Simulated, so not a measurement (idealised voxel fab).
The name of this process module is voxel lift off.
Square cells of 5 nm make up the cross-section cut, whose width is 190 nm.
Cross-sections here: square-cell grids, written as top-down lists of bands, a band being one or more rows of cells. The entry gives the band's vertical extent as a top height and a bottom height in nm, then its horizontal make-up as materials from left to right, each with a width in nm. "blank" stands for empty space; a single material marked "all across" fills the band edge to edge. The level at which height equals 0 is the one under which the wafer, as it arrives, is entirely one material. No lower edge exists for the bottom band, which continues downward and is notated as in "0 and below". The two numbers in a width such as "30..40" mark its ends across the band: the first belongs to the top row of cells, the second to the bottom row, and from each row to the next the width moves by the same amount. For the purposes of this document, the phrase "nothing got changed" attached to a step denotes that no cell within the cross-section was modified by that step. The entry "Enclosed void entries" lists the empty spaces that cover at least 8 cells and have no open path to the top. Each is written as width x height at distance, where the distance is measured from the left edge and all three values are in nm. The remark found on a step's line after its settings is issued by the simulator itself and pertains to that step. "overlay nm" answers the question of how far to the right of plan the mask lay on a step that has a mask, and when it is negative the answer is to the left.

[This section lists the process steps that were planned]
step 1: RECEIVE with material Si
step 2: CONFORMAL_DEP with material Al2O3, thk nm 15
step 3: PATTERN with tone open, mask id LINES, material resist, width nm 20, pitch nm 45, thk nm 30, overlay nm 0
step 4: DIRECTIONAL_DEP with material Ru, thk nm 15
step 5: STRIP with etch materials resist
step 6: CONFORMAL_DEP with material SiCN, thk nm 10

[Incoming wafer in cross-section (state: after step 1)]
    0 and below: Si all across
    Enclosed void entries: none

[Cross-sectional image of the first of two wafers at the end of the module, the run having proceeded as planned]
    40 down to 30: 5 nm blank | 40 nm SiCN | 5 nm blank | 40 nm SiCN | 5 nm blank | 40 nm SiCN | 5 nm blank | 40 nm SiCN | 10 nm blank
    30 down to 25: 5 nm blank | 10 nm SiCN | 20 nm Ru | 10 nm SiCN | 5 nm blank | 10 nm SiCN | 20 nm Ru | 10 nm SiCN | 5 nm blank | 10 nm SiCN | 20 nm Ru | 10 nm SiCN | 5 nm blank | 10 nm SiCN | 20 nm Ru | 10 nm SiCN | 10 nm blank
    25 down to 15: 15 nm SiCN | 20 nm Ru | 25 nm SiCN | 20 nm Ru | 25 nm SiCN | 20 nm Ru | 25 nm SiCN | 20 nm Ru | 20 nm SiCN
    15 down to 0: Al2O3 all across
    0 and below: Si all across
    Enclosed void entries: none

[Cross-section of the latter of the two wafers at module completion. It had an identical start and an identical plan to the former; in running it, one mistake was made]
    40 down to 30: 10 nm blank | 40 nm SiCN | 5 nm blank | 40 nm SiCN | 5 nm blank | 40 nm SiCN | 5 nm blank | 40 nm SiCN | 5 nm blank
    30 down to 25: 10 nm blank | 10 nm SiCN | 20 nm Ru | 10 nm SiCN | 5 nm blank | 10 nm SiCN | 20 nm Ru | 10 nm SiCN | 5 nm blank | 10 nm SiCN | 20 nm Ru | 10 nm SiCN | 5 nm blank | 10 nm SiCN | 20 nm Ru | 10 nm SiCN | 5 nm blank
    25 down to 15: 20 nm SiCN | 20 nm Ru | 25 nm SiCN | 20 nm Ru | 25 nm SiCN | 20 nm Ru | 25 nm SiCN | 20 nm Ru | 15 nm SiCN
    15 down to 0: Al2O3 all across
    0 and below: Si all across
    Enclosed void entries: none
Error vs. plan: step 3 ran with different settings than intended, the actual operation and settings being PATTERN with tone open, mask id LINES, material resist, width nm 20, pitch nm 45, thk nm 30, overlay nm 5
Heads up: at the end the two wafers have identical cell counts per material, they're just laid out differently.
